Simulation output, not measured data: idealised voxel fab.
The following process module bears the name voxel fin reveal.
The width of the displayed cross-section, cut, is 205 nm; its cells are square, with a size of 5 nm.
The cross-sections in this document take the form of a grid made of square cells. They are written out as bands, in order from top to bottom. Each band consists of one or more rows of cells.
In this notation a band is specified by the heights of its top and bottom, in that order and in nm, after which its materials appear from left to right, each paired with its width in nm. The word "throughout" attached to a single material means that material fills the band from edge to edge; the word "blank" stands for empty space.
Zero point of the height axis is 0; under it, received wafer = one material. Lowest band: continues down indefinitely, "top 0, no bottom".
The width entry "30 to 40" should be interpreted row by row: the top row of cells in the band takes the first number, the bottom row takes the second number, and the change between adjacent rows is uniform throughout.
The cross-section has no changed cell in any step marked "no modifications".
Entry "Voids lacking openings" = empty spaces >= 8 cells with no open way to the top; each as width x height at distance, distance from left edge, all nm.
On a step's line, text after the settings is the simulator commenting on that step.
overlay nm: on a step with a mask, how far right of its planned place the mask lay; negative means left.

### These are the steps we planned for the process
1) RECEIVE [material Si]
2) CONFORMAL_DEP [material SiN] [thk nm 10]
3) DIRECTIONAL_DEP [material aC] [thk nm 10]
4) PATTERN [tone cover] [mask id FINS] [material resist] [width nm 15] [pitch nm 35] [thk nm 30] [overlay nm 0]
5) DIRECTIONAL_ETCH [etch materials aC] [depth nm 10]
6) STRIP [etch materials resist]
7) DIRECTIONAL_ETCH [etch materials SiN] [depth nm 10]
8) DIRECTIONAL_ETCH [etch materials Si] [depth nm 35]
9) STRIP [etch materials aC]
10) FILL_DEP [material SiO2] [thk nm 5]
11) CMP [height nm 10]
12) SELECTIVE_ETCH [etch materials SiO2] [depth nm 20]
13) STRIP [etch materials SiN]
14) CONFORMAL_DEP [material HfO2] [thk nm 5]

### Account of the first of two wafers, which was processed as intended

### Delivered wafer in cross-section: state after step 1
> top 0, no bottom = Si throughout
> Voids lacking openings: none

### The following cross-section depicts the wafer upon completion of step 2
> top 10, bottom 0 = SiN throughout
> Under the height 0 nothing was changed.

### The following cross-section depicts the wafer upon completion of step 3
> top 20, bottom 10 = aC throughout
> Under the height 10 nothing was changed.

### The following cross-section depicts the wafer upon completion of step 4
> top 50, bottom 20 = 60 of blank | 15 of resist | 20 of blank | 15 of resist | 20 of blank | 15 of resist | 60 of blank
> Under the height 20 nothing was changed.

### The following cross-section depicts the wafer upon completion of step 5
> top 40, bottom 20 = 60 of blank | 15 of resist | 20 of blank | 15 of resist | 20 of blank | 15 of resist | 60 of blank
> top 20, bottom 10 = 60 of blank | 15 of aC | 20 of blank | 15 of aC | 20 of blank | 15 of aC | 60 of blank
> Under the height 10 nothing was changed.

### The following cross-section depicts the wafer upon completion of step 6
> top 20, bottom 10 = 60 of blank | 15 of aC | 20 of blank | 15 of aC | 20 of blank | 15 of aC | 60 of blank
> Under the height 10 nothing was changed.

### The following cross-section depicts the wafer upon completion of step 7
> top 20, bottom 10 = 60 of blank | 15 of aC | 20 of blank | 15 of aC | 20 of blank | 15 of aC | 60 of blank
> top 10, bottom 0 = 60 of blank | 15 of SiN | 20 of blank | 15 of SiN | 20 of blank | 15 of SiN | 60 of blank
> Under the height 0 nothing was changed.

### The following cross-section depicts the wafer upon completion of step 8
> top 20, bottom 10 = 60 of blank | 15 of aC | 20 of blank | 15 of aC | 20 of blank | 15 of aC | 60 of blank
> top 10, bottom 0 = 60 of blank | 15 of SiN | 20 of blank | 15 of SiN | 20 of blank | 15 of SiN | 60 of blank
> top 0, bottom -35 = 60 of blank | 15 of Si | 20 of blank | 15 of Si | 20 of blank | 15 of Si | 60 of blank
> Under the height -35 nothing was changed.

### The following cross-section depicts the wafer upon completion of step 9
> top 10, bottom 0 = 60 of blank | 15 of SiN | 20 of blank | 15 of SiN | 20 of blank | 15 of SiN | 60 of blank
> Under the height 0 nothing was changed.

### The following cross-section depicts the wafer upon completion of step 10
> top 15, bottom 10 = SiO2 throughout
> top 10, bottom 0 = 60 of SiO2 | 15 of SiN | 20 of SiO2 | 15 of SiN | 20 of SiO2 | 15 of SiN | 60 of SiO2
> top 0, bottom -35 = 60 of SiO2 | 15 of Si | 20 of SiO2 | 15 of Si | 20 of SiO2 | 15 of Si | 60 of SiO2
> Under the height -35 nothing was changed.

### The following cross-section depicts the wafer upon completion of step 11
> top 10, bottom 0 = 60 of SiO2 | 15 of SiN | 20 of SiO2 | 15 of SiN | 20 of SiO2 | 15 of SiN | 60 of SiO2
> Under the height 0 nothing was changed.

### The following cross-section depicts the wafer upon completion of step 12
> top 10, bottom 0 = 60 of blank | 15 of SiN | 20 of blank | 15 of SiN | 20 of blank | 15 of SiN | 60 of blank
> top 0, bottom -10 = 60 of blank | 15 of Si | 20 of blank | 15 of Si | 20 of blank | 15 of Si | 60 of blank
> Under the height -10 nothing was changed.

### The following cross-section depicts the wafer upon completion of step 13
> top 0, bottom -10 = 60 of blank | 15 of Si | 20 of blank | 15 of Si | 20 of blank | 15 of Si | 60 of blank
> Under the height -10 nothing was changed.

### The following cross-section depicts the wafer upon completion of step 14
> top 5, bottom 0 = 55 of blank | 25 of HfO2 | 10 of blank | 25 of HfO2 | 10 of blank | 25 of HfO2 | 55 of blank
> top 0, bottom -5 = 55 of blank | 5 of HfO2 | 15 of Si | 5 of HfO2 | 10 of blank | 5 of HfO2 | 15 of Si | 5 of HfO2 | 10 of blank | 5 of HfO2 | 15 of Si | 5 of HfO2 | 55 of blank
> top -5, bottom -10 = 60 of HfO2 | 15 of Si | 20 of HfO2 | 15 of Si | 20 of HfO2 | 15 of Si | 60 of HfO2
> Under the height -10 nothing was changed.

### second wafer: like start, like plan, one mistake. Through step 13 it matches the first wafer

X-section, second wafer, when step 14 was due to finish: no modifications
Deviation from plan: it should be noted that step 14 of the plan was omitted and was not performed
In the final state, the cell counts of the second wafer exceed or fall short of those of the first for the following materials: -53 HfO2
